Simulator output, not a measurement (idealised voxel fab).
Herein follows the process module entitled voxel capacitor over wiring.
This is section cut - it's 165 nm across, gridded in 5 nm square cells.
The cross-sections in this document take the form of a grid made of square cells. They are written out as bands, in order from top to bottom. Each band consists of one or more rows of cells.
Top, bottom (nm), then materials left to right with widths (nm); lone material tagged "edge to edge" fills the whole band edge to edge; "blank" = empty space.
Basically, 0 is our baseline, since under it the wafer straight out of the box is all one material. The bottom band has no lower end and keeps on going down, so it looks like "0 and below".
The width entry "30->40" should be interpreted row by row: the top row of cells in the band takes the first number, the bottom row takes the second number, and the change between adjacent rows is uniform throughout.
Where a step carries "all unchanged", the cross-section came out of it unchanged, cell for cell.
So "closed voids" is basically the list of trapped voids: any empty space of 8 cells or more that can't reach the top through an opening. They're written width x height at distance, the distance being from the left edge, and it's all nm.
Note: text after step settings on the step line = simulator remark on that step.
overlay nm, on a step with a mask: how far to the right of its planned place the mask lay; to the left if negative

**These are the steps we planned for the process**
- 1: RECEIVE with material Si
- 2: CONFORMAL_DEP with material SiO2, thk nm 15
- 3: CONFORMAL_DEP with material SiCN, thk nm 5
- 4: DIRECTIONAL_DEP with material SiO2, thk nm 25
- 5: PATTERN with tone open, mask id METAL_1, material resist, width nm 30, pitch nm 95, thk nm 15, overlay nm 0
- 6: DIRECTIONAL_ETCH with etch materials SiO2, depth nm 25
- 7: DIRECTIONAL_ETCH with etch materials SiCN, depth nm 5
- 8: STRIP with etch materials resist
- 9: CONFORMAL_DEP with material TiN, thk nm 5
- 10: FILL_DEP with material Ru, thk nm 5
- 11: CMP with height nm 45
- 12: EPI with material Ru, thk nm 5
- 13: FILL_DEP with material SiCN, thk nm 5
- 14: DIRECTIONAL_DEP with material SiO2, thk nm 20
- 15: DIRECTIONAL_DEP with material aC, thk nm 10
- 16: PATTERN with tone open, mask id PLUG_1, material resist, width nm 15, thk nm 25, overlay nm 0
- 17: DIRECTIONAL_ETCH with etch materials aC, depth nm 10
- 18: STRIP with etch materials resist
- 19: DIRECTIONAL_ETCH with etch materials SiO2, depth nm 20
- 20: DIRECTIONAL_ETCH with etch materials SiCN, depth nm 5
- 21: STRIP with etch materials aC
- 22: CONFORMAL_DEP with material TiN, thk nm 5
- 23: FILL_DEP with material W, thk nm 5
- 24: CMP with height nm 75
- 25: DIRECTIONAL_DEP with material TiN, thk nm 5
- 26: DIRECTIONAL_DEP with material SiN, thk nm 5
- 27: DIRECTIONAL_DEP with material TiN, thk nm 10
- 28: MASKED_ETCH with tone cover, mask id UPPER_PLATE, width nm 70, etch materials TiN, depth nm 10, overlay nm 0
- 29: MASKED_ETCH with tone cover, mask id UPPER_PLATE, width nm 70, etch materials SiN, depth nm 5, overlay nm 0
- 30: PATTERN with tone cover, mask id LOWER_PLATE, material resist, width nm 80, thk nm 15, overlay nm 0
- 31: DIRECTIONAL_ETCH with etch materials TiN, depth nm 5
- 32: STRIP with etch materials resist
- 33: FILL_DEP with material SiO2, thk nm 15
- 34: CMP with height nm 105
- 35: PATTERN with tone open, mask id PLUG_2, material resist, width nm 15, thk nm 20, overlay nm 0
- 36: DIRECTIONAL_ETCH with etch materials SiO2, depth nm 10
- 37: STRIP with etch materials resist
- 38: CONFORMAL_DEP with material TiN, thk nm 5
- 39: FILL_DEP with material Cu, thk nm 5
- 40: CMP with height nm 105
- 41: CONFORMAL_DEP with material SiCN, thk nm 5

**Cross-section of the wafer upon arrival, representing the state reached after step 1**
  0 and below = Si edge to edge
  closed voids: none

**Here's the cross-section of the first of our two wafers at the end of the module - it ran as planned**
  110 down to 105 = SiCN edge to edge
  105 down to 100 = 45 SiO2 | 5 TiN | 5 Cu | 5 TiN | 105 SiO2
  100 down to 95 = 45 SiO2 | 15 TiN | 105 SiO2
  95 down to 85 = 35 SiO2 | 70 TiN | 60 SiO2
  85 down to 80 = 35 SiO2 | 70 SiN | 60 SiO2
  80 down to 75 = 30 SiO2 | 80 TiN | 55 SiO2
  75 down to 55 = 35 SiO2 | 5 TiN | 5 W | 5 TiN | 115 SiO2
  55 down to 50 = 35 SiCN | 15 TiN | 115 SiCN
  50 down to 45 = 15 SiCN | 40 Ru | 55 SiCN | 40 Ru | 15 SiCN
  45 down to 20 = 20 SiO2 | 5 TiN | 20 Ru | 5 TiN | 65 SiO2 | 5 TiN | 20 Ru | 5 TiN | 20 SiO2
  20 down to 15 = 20 SiCN | 30 TiN | 65 SiCN | 30 TiN | 20 SiCN
  15 down to 0 = SiO2 edge to edge
  0 and below = Si edge to edge
  closed voids: none

**Cross-section at end of module for the second wafer of two, which matched the first in starting point and plan and differed by one mistake in its processing**
  110 down to 105 = SiCN edge to edge
  105 down to 100 = 45 SiO2 | 5 TiN | 5 Cu | 5 TiN | 105 SiO2
  100 down to 90 = 45->35 SiO2 | 15->65 TiN | 105->65 SiO2
  90 down to 85 = 35 SiO2 | 70 TiN | 60 SiO2
  85 down to 80 = 35 SiO2 | 70 SiN | 60 SiO2
  80 down to 75 = 20 SiO2 | 85 TiN | 60 SiO2
  75 down to 55 = 35 SiO2 | 5 TiN | 5 W | 5 TiN | 115 SiO2
  55 down to 50 = 35 SiCN | 15 TiN | 115 SiCN
  50 down to 45 = 15 SiCN | 40 Ru | 55 SiCN | 40 Ru | 15 SiCN
  45 down to 20 = 20 SiO2 | 5 TiN | 20 Ru | 5 TiN | 65 SiO2 | 5 TiN | 20 Ru | 5 TiN | 20 SiO2
  20 down to 15 = 20 SiCN | 30 TiN | 65 SiCN | 30 TiN | 20 SiCN
  15 down to 0 = SiO2 edge to edge
  0 and below = Si edge to edge
  closed voids: none
The plan and the run diverged here: for step 30, the planned setting was not used; the step was instead run as PATTERN with tone cover, mask id LOWER_PLATE, material resist, width nm 80, thk nm 15, overlay nm -10
When the process is done, the second wafer contains the same cell count of every material as the first wafer, but distributed over other locations.
